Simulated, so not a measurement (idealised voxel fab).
process module | voxel spacer lines
cross-section cut | 190 nm wide | cells 5 nm
A cross-section is a grid of square cells, given in bands from the top down. A band is one or more rows of cells.
Each band's line starts with the height of the band's top and of its bottom, in nm. Then come its materials from left to right, each with its width in nm. One material with "throughout" fills the band from edge to edge. "air" is empty space.
Height 0 is the level under which the wafer as received is all one material. The lowest band goes on downwards, as in "0 down".
A width such as "30 to 40" changes by the same amount from each row of cells to the next, from the band's top row to its bottom row.
"no change" after a step means that no cell of the cross-section changed.
closed voids: empty space of 8 cells or more with no open way to the top, each as width x height at its distance from the left edge, in nm
after a step's settings: what the simulator itself notes on the step
overlay nm, on a step with a mask: how far to the right of its planned place the mask lay; to the left if negative
plan
1 op RECEIVE | material Si
2 op CONFORMAL_DEP | material Al2O3 | thk nm 5
3 op DIRECTIONAL_DEP | material TiN | thk nm 15
4 op DIRECTIONAL_DEP | material aC | thk nm 20
5 op PATTERN | tone cover | mask id MANDREL | material resist | width nm 15 | pitch nm 50 | thk nm 30 | overlay nm 0
6 op DIRECTIONAL_ETCH | etch materials aC | depth nm 20
7 op STRIP | etch materials resist
8 op CONFORMAL_DEP | material SiN | thk nm 10
9 op DIRECTIONAL_ETCH | etch materials SiN | depth nm 10
10 op STRIP | etch materials aC
11 op DIRECTIONAL_ETCH | etch materials TiN | depth nm 15
12 op STRIP | etch materials SiN
as received, after step 1
  0 down: Si throughout
  closed voids: none
a wafer at the end: this start, this plan, one mistake
  20 to 5: air 60 | TiN 15 | air 35 | TiN 15 | air 65
  5 to 0: Al2O3 throughout
  0 down: Si throughout
  closed voids: none
what went wrong: step 5 ran as: op PATTERN | tone open | mask id MANDREL | material resist | width nm 15 | pitch nm 50 | thk nm 30 | overlay nm 0
